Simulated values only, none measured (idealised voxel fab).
Presented below is a process module, voxel ribs on slabs.
The width of the displayed cross-section, cut, is 200 nm; its cells are square, with a size of 5 nm.
A cross-section is written here as square cells arranged in a grid, and it is given in bands from the top down, each band taking up one or more rows of cells. Each band's line starts with the height of the band's top and of its bottom, in nm. Then come its materials from left to right, each with its width in nm. One material with "all across" fills the band from edge to edge. "air" is empty space. Beneath 0, the wafer as received is one material, and that level is where height counting begins. The lowest band goes on downward without a bottom; it is written like "0 -> down". You'd read "30..40" like this: the band's top row of cells is as wide as the first number, its bottom row is as wide as the second, and going down, every row changes width by the same amount as the row before did. A step reported as "changes: none" is a step in which no cell of the cross-section changed. Entry "Sealed voids". Content: empty spaces with no open connection to the top, size 8 cells or greater. Each: width x height at distance. Distance: from left edge. Unit: nm. Note: text after step settings on the step line = simulator remark on that step. overlay nm: on a step with a mask, how far right of its planned place the mask lay; negative means left.

## Listed below are the process steps as planned
| 1 | RECEIVE: material Si |
| 2 | DIRECTIONAL_DEP: material SiO2, thk nm 20 |
| 3 | DIRECTIONAL_DEP: material polySi, thk nm 15 |
| 4 | DIRECTIONAL_DEP: material aC, thk nm 10 |
| 5 | PATTERN: tone cover, mask id RIB, material resist, width nm 30, thk nm 30, overlay nm 0 |
| 6 | DIRECTIONAL_ETCH: etch materials aC, depth nm 10 |
| 7 | STRIP: etch materials resist |
| 8 | DIRECTIONAL_ETCH: etch materials polySi, depth nm 10 |
| 9 | STRIP: etch materials aC |
| 10 | MASKED_ETCH: tone cover, mask id SLAB, width nm 60, etch materials polySi, depth nm 5, overlay nm 0 |
| 11 | FILL_DEP: material SiO2, thk nm 20 |
| 12 | CMP: height nm 45 |
| 13 | DIRECTIONAL_DEP: material TiN, thk nm 10 |
| 14 | DIRECTIONAL_DEP: material aC, thk nm 10 |
| 15 | PATTERN: tone cover, mask id HEATER, material resist, width nm 40, thk nm 30, overlay nm 0 |
| 16 | DIRECTIONAL_ETCH: etch materials aC, depth nm 10 |
| 17 | STRIP: etch materials resist |
| 18 | DIRECTIONAL_ETCH: etch materials TiN, depth nm 10 |
| 19 | STRIP: etch materials aC |
| 20 | CONFORMAL_DEP: material SiO2, thk nm 5 |

## Step 1 complete: cross-section of the wafer as received
  0 -> down: Si all across
  Sealed voids: none

## Post-module cross-section of the first of two wafers (run per plan)
  60 -> 55: 75 air, 50 SiO2, 75 air
  55 -> 50: 75 air, 5 SiO2, 40 TiN, 5 SiO2, 75 air
  50 -> 45: 80 SiO2, 40 TiN, 80 SiO2
  45 -> 35: SiO2 all across
  35 -> 25: 85 SiO2, 30 polySi, 85 SiO2
  25 -> 20: 70 SiO2, 60 polySi, 70 SiO2
  20 -> 0: SiO2 all across
  0 -> down: Si all across
  Sealed voids: none

## Same start, same plan as the first wafer - but one mistake in the run. Cross-section of the second of the two at the end of the module
  5 -> 0: SiO2 all across
  0 -> down: Si all across
  Sealed voids: none
Nonconformance to the process plan: step 19 deviated from plan and actually ran as STRIP: etch materials SiO2
Bottom line after processing is that, in cells, the second wafer is up or down on some materials versus the first: SiO2: 340 fewer, TiN: 16 fewer, polySi: 24 fewer
